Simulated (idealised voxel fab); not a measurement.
The process module presented herein is designated voxel plated lines.
In the cross-section labelled cut, the width is 225 nm and each square cell is 5 nm.
When this document writes out a cross-section, it uses a grid of square cells and lists it as bands, beginning at the top and moving down, with a band standing for one or more rows of cells. Read a band's entry like this: the first values are the height of its top and the height of its bottom in nm, and what follows is the sequence of materials from left to right, each with its width in nm. Note that "blank" is empty space, and that a single material marked "all across" reaches across the band from edge to edge. Basically, 0 is our baseline, since under it the wafer straight out of the box is all one material. The bottom band has no lower end and keeps on going down, so it looks like "0..down". The notation "30 to 40" denotes a width that varies across the rows of cells in the band, beginning at the first number in the top row, finishing at the second number in the bottom row, and changing by an identical amount from each row to the next. Step note "no change" = no cross-section cell changed. Empty spaces counting at least 8 cells and having no open way to the top are listed in "Tabulated closed voids". The notation width x height at distance is used for each, the distance being from the left edge and all three values in nm. That trailing text on a step's line, after the settings, is the simulator's own remark on the step. Regarding "overlay nm": on a step with a mask, it is the distance the mask lay to the right of its planned place; a negative value places it to the left.
### These are the steps we planned for the process
1 RECEIVE, material Si
2 CONFORMAL_DEP, material SiN, thk nm 10
3 DIRECTIONAL_DEP, material TiN, thk nm 5
4 PATTERN, tone open, mask id LINES, material resist, width nm 30, pitch nm 45, thk nm 40, overlay nm 0
5 EPI, material Ru, thk nm 5
6 EPI, material Ru, thk nm 10
7 EPI, material Ru, thk nm 5
8 STRIP, etch materials resist
9 DIRECTIONAL_ETCH, etch materials TiN, depth nm 5
10 CONFORMAL_DEP, material SiO2, thk nm 10
### Shown in cross-section is the wafer as received, that is, as it stands after step 1
    0..down = Si all across
    Tabulated closed voids: none
### Figure: cross-sectional view of the wafer upon completion of the module, processed from the initial state and according to the plan depicted above, with one error introduced during execution
    45..35 = 70 nm blank, 40 nm SiO2, 5 nm blank, 40 nm SiO2, 70 nm blank
    35..20 = 70 nm blank, 10 nm SiO2, 20 nm Ru, 10 nm SiO2, 5 nm blank, 10 nm SiO2, 20 nm Ru, 10 nm SiO2, 70 nm blank
    20..15 = 80 nm SiO2, 20 nm Ru, 25 nm SiO2, 20 nm Ru, 80 nm SiO2
    15..10 = 80 nm SiO2, 20 nm TiN, 25 nm SiO2, 20 nm TiN, 80 nm SiO2
    10..0 = SiN all across
    0..down = Si all across
    Tabulated closed voids: none
Error vs. plan: step 4 went in with a setting other than planned; the actual run was PATTERN, tone open, mask id LINES, material resist, width nm 20, pitch nm 45, thk nm 40, overlay nm 0
